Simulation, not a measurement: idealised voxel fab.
You're looking at the process module voxel ribs on slabs.
We display cut, a cross-section 140 nm in width whose square cells are each 5 nm.
Throughout this document, each cross-section is represented as a grid of square cells and is presented as a sequence of bands enumerated from the top downward, where a band comprises one or more rows of cells. The entry gives the band's vertical extent as a top height and a bottom height in nm, then its horizontal make-up as materials from left to right, each with a width in nm. "empty" stands for empty space; a single material marked "all across" fills the band edge to edge. Basically, 0 is our baseline, since under it the wafer straight out of the box is all one material. The bottom band has no lower end and keeps on going down, so it looks like "0..down". When a width is written as two numbers, as in "30 to 40", the first number is the width in the top row of cells of the band and the second is the width in its bottom row, and the width changes by the same amount from each row to the next. For the purposes of this document, the phrase "nothing was modified" attached to a step denotes that no cell within the cross-section was modified by that step. The list in "Listed closed voids" covers empty spaces of 8 cells or more that cannot reach the top through any open way, and it gives each as width x height at distance; the distance is from the left edge, and width, height and distance are in nm. If you see something after the settings on a step's line, that's the simulator's own remark about that step. Among the settings permitted on a step's line is "overlay nm"; applied to a step with a mask, it specifies the extent to which the mask lay to the right of its planned position, whereas a negative figure signifies a position to the left.

**Below is the list of planned process steps**
step 1: RECEIVE, material Si
step 2: DIRECTIONAL_DEP, material SiO2, thk nm 25
step 3: DIRECTIONAL_DEP, material polySi, thk nm 25
step 4: MASKED_ETCH, tone cover, mask id RIB, width nm 25, etch materials polySi, depth nm 20, overlay nm 0
step 5: MASKED_ETCH, tone cover, mask id SLAB, width nm 85, etch materials polySi, depth nm 5, overlay nm 0
step 6: FILL_DEP, material SiO2, thk nm 15
step 7: CMP, height nm 60
step 8: DIRECTIONAL_DEP, material TiN, thk nm 10
step 9: MASKED_ETCH, tone cover, mask id HEATER, width nm 35, etch materials TiN, depth nm 10, overlay nm 0
step 10: CONFORMAL_DEP, material SiO2, thk nm 5

**Here's what the wafer looked like in cross-section when it arrived - that's after step 1**
- 0..down = Si all across
- Listed closed voids: none

**Figure: cross-sectional view of the wafer upon completion of the module, processed from the initial state and according to the plan depicted above, with one error introduced during execution**
- 75..70 = 45 empty, 45 SiO2, 50 empty
- 70..65 = 45 empty, 5 SiO2, 35 TiN, 5 SiO2, 50 empty
- 65..60 = 50 SiO2, 35 TiN, 55 SiO2
- 60..45 = SiO2 all across
- 45..30 = 55 SiO2, 25 polySi, 60 SiO2
- 30..25 = 25 polySi, 30 SiO2, 25 polySi, 30 SiO2, 30 polySi
- 25..0 = SiO2 all across
- 0..down = Si all across
- Listed closed voids: none
Which mistake was made when the wafer was run? step 5, actual vs plan mismatch, actual run MASKED_ETCH, tone open, mask id SLAB, width nm 85, etch materials polySi, depth nm 5, overlay nm 0
